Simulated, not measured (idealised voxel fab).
Herein follows the process module entitled voxel transistor to metal.
This is section cut - it's 170 nm across, gridded in 5 nm square cells.
Cross-section format: a grid of square cells, given as bands from top to bottom; each band is one or more rows of cells. Band entry format. Leading values: height of top, height of bottom, nm. Remainder: materials in left-to-right order, each with its width in nm. Special words: "throughout" on a single material, which then fills the band edge to edge; "blank", empty space. It should be noted that heights are counted from 0, beneath which the wafer as supplied is of one material throughout, and that the lowest band possesses no lower boundary but continues downward, as written in "0 and below". The two numbers in a width such as "30->40" mark its ends across the band: the first belongs to the top row of cells, the second to the bottom row, and from each row to the next the width moves by the same amount. Key: "changes: none" - step with no changed cell in the cross-section. Any empty space of 8 cells or more lacking an open way to the top shows up in "Closed void entries" as width x height at distance, distance from the left edge, in nm. Anything after a step's settings on that line? It's the simulator's own note about the step. The "overlay nm" setting may appear on a step's line; for a step that uses a mask, it gives how far to the right of its planned position the mask lay, and a negative value indicates the left.

[Process steps foreseen in the plan]
1. RECEIVE,material Si
2. CONFORMAL_DEP,material SiO2,thk nm 5
3. CONFORMAL_DEP,material SiN,thk nm 15
4. DIRECTIONAL_DEP,material aC,thk nm 10
5. PATTERN,tone cover,mask id ACTIVE,material resist,width nm 95,thk nm 25,overlay nm 0
6. DIRECTIONAL_ETCH,etch materials aC,depth nm 10
7. STRIP,etch materials resist
8. DIRECTIONAL_ETCH,etch materials SiN,depth nm 15
9. DIRECTIONAL_ETCH,etch materials SiO2,depth nm 5
10. DIRECTIONAL_ETCH,etch materials Si,depth nm 35
11. STRIP,etch materials aC
12. OXIDIZE,depth nm 5
13. FILL_DEP,material SiO2,thk nm 10
14. CMP,height nm 20
15. SELECTIVE_ETCH,etch materials SiO2,depth nm 10
16. STRIP,etch materials SiN
17. SELECTIVE_ETCH,etch materials SiO2,depth nm 5
18. OXIDIZE,depth nm 5
19. DIRECTIONAL_DEP,material polySi,thk nm 20
20. DIRECTIONAL_DEP,material SiCN,thk nm 15
21. MASKED_ETCH,tone cover,mask id GATE,width nm 15,etch materials SiCN,depth nm 25,overlay nm 0
22. MASKED_ETCH,tone cover,mask id GATE,width nm 15,etch materials polySi,depth nm 30,overlay nm 0
23. CONFORMAL_DEP,material SiN,thk nm 10
24. DIRECTIONAL_ETCH,etch materials SiN,depth nm 10
25. DIRECTIONAL_ETCH,etch materials SiO2,depth nm 5
26. DIRECTIONAL_ETCH,etch materials Si,depth nm 5
27. EPI,material SiGe,thk nm 10
28. FILL_DEP,material SiO2,thk nm 10
29. CMP,height nm 35
30. DIRECTIONAL_DEP,material SiO2,thk nm 15
31. DIRECTIONAL_DEP,material aC,thk nm 15
32. PATTERN,tone open,mask id CONTACT,material resist,width nm 15,pitch nm 70,thk nm 30,overlay nm 0
33. DIRECTIONAL_ETCH,etch materials aC,depth nm 15
34. STRIP,etch materials resist
35. DIRECTIONAL_ETCH,etch materials SiO2,depth nm 50
36. STRIP,etch materials aC
37. CONFORMAL_DEP,material TiN,thk nm 5
38. FILL_DEP,material Ru,thk nm 10
39. CMP,height nm 50
40. DIRECTIONAL_DEP,material TiN,thk nm 5
41. DIRECTIONAL_DEP,material W,thk nm 25
42. PATTERN,tone cover,mask id METAL_1,material resist,width nm 15,pitch nm 70,thk nm 20,overlay nm 0
43. DIRECTIONAL_ETCH,etch materials W,depth nm 25
44. DIRECTIONAL_ETCH,etch materials TiN,depth nm 5
45. STRIP,etch materials resist
46. FILL_DEP,material lowk,thk nm 10
47. CMP,height nm 80
48. CONFORMAL_DEP,material SiCN,thk nm 5

[Cross-section of the incoming wafer, state after step 1]
> 0 and below: Si throughout
> Closed void entries: none

[End-of-module XS, first of two wafers, run as planned]
> 85 down to 80: SiCN throughout
> 80 down to 55: lowk: 40  W: 15  lowk: 55  W: 15  lowk: 45
> 55 down to 50: lowk: 40  TiN: 15  lowk: 55  TiN: 15  lowk: 45
> 50 down to 35: SiO2: 40  TiN: 5  Ru: 5  TiN: 5  SiO2: 55  TiN: 5  Ru: 5  TiN: 5  SiO2: 45
> 35 down to 20: SiO2: 40  TiN: 5  Ru: 5  TiN: 5  SiO2: 10  SiN: 10  SiCN: 15  SiN: 10  SiO2: 10  TiN: 5  Ru: 5  TiN: 5  SiO2: 45
> 20 down to 5: SiO2: 40  TiN: 5  Ru: 5  TiN: 5  SiO2: 10  SiN: 10  polySi: 15  SiN: 10  SiO2: 10  TiN: 5  Ru: 5  TiN: 5  SiO2: 45
> 5 down to 0: SiO2: 30  SiN: 10  TiN: 15  SiGe: 10  SiN: 10  polySi: 15  SiN: 10  SiGe: 10  TiN: 15  SiN: 10  SiO2: 35
> 0 down to -5: SiO2: 40  SiGe: 25  SiO2: 35  SiGe: 25  SiO2: 45
> -5 down to -10: SiO2: 40  SiGe: 25  Si: 35  SiGe: 25  SiO2: 45
> -10 down to -40: SiO2: 40  Si: 85  SiO2: 45
> -40 and below: Si throughout
> Closed void entries: none

[Here's the second of our two wafers sectioned at module end. Same start as the first, same plan, but one mistake got made running it]
> 85 down to 80: SiCN throughout
> 80 down to 55: lowk: 40  W: 15  lowk: 55  W: 15  lowk: 45
> 55 down to 50: lowk: 40  TiN: 15  lowk: 55  TiN: 15  lowk: 45
> 50 down to 35: SiO2: 40  TiN: 5  Ru: 5  TiN: 5  SiO2: 55  TiN: 5  Ru: 5  TiN: 5  SiO2: 45
> 35 down to 20: SiO2: 40  TiN: 5  Ru: 5  TiN: 5  SiO2: 10  SiN: 10  SiCN: 15  SiN: 10  SiO2: 10  TiN: 5  Ru: 5  TiN: 5  SiO2: 45
> 20 down to 5: SiO2: 40  TiN: 5  Ru: 5  TiN: 5  SiO2: 10  SiN: 10  polySi: 15  SiN: 10  SiO2: 10  TiN: 5  Ru: 5  TiN: 5  SiO2: 45
> 5 down to 0: SiO2: 30  SiN: 10  TiN: 15  SiGe: 10  SiN: 10  polySi: 15  SiN: 10  SiGe: 10  TiN: 15  SiN: 10  SiO2: 35
> 0 down to -5: SiO2: 30  SiN: 10  SiGe: 25  SiO2: 35  SiGe: 25  SiN: 10  SiO2: 35
> -5 down to -10: SiO2: 45  SiGe: 20  Si: 35  SiGe: 20  SiO2: 50
> -10 down to -40: SiO2: 40  Si: 85  SiO2: 45
> -40 and below: Si throughout
> Closed void entries: none
It is concluded that the wafer was processed incorrectly with respect to the plan, in that yeah, step 2 of the plan got skipped, never ran
at the end the second wafer has, in cells: 2 fewer of SiGe, 4 more of SiN, 2 fewer of SiO2
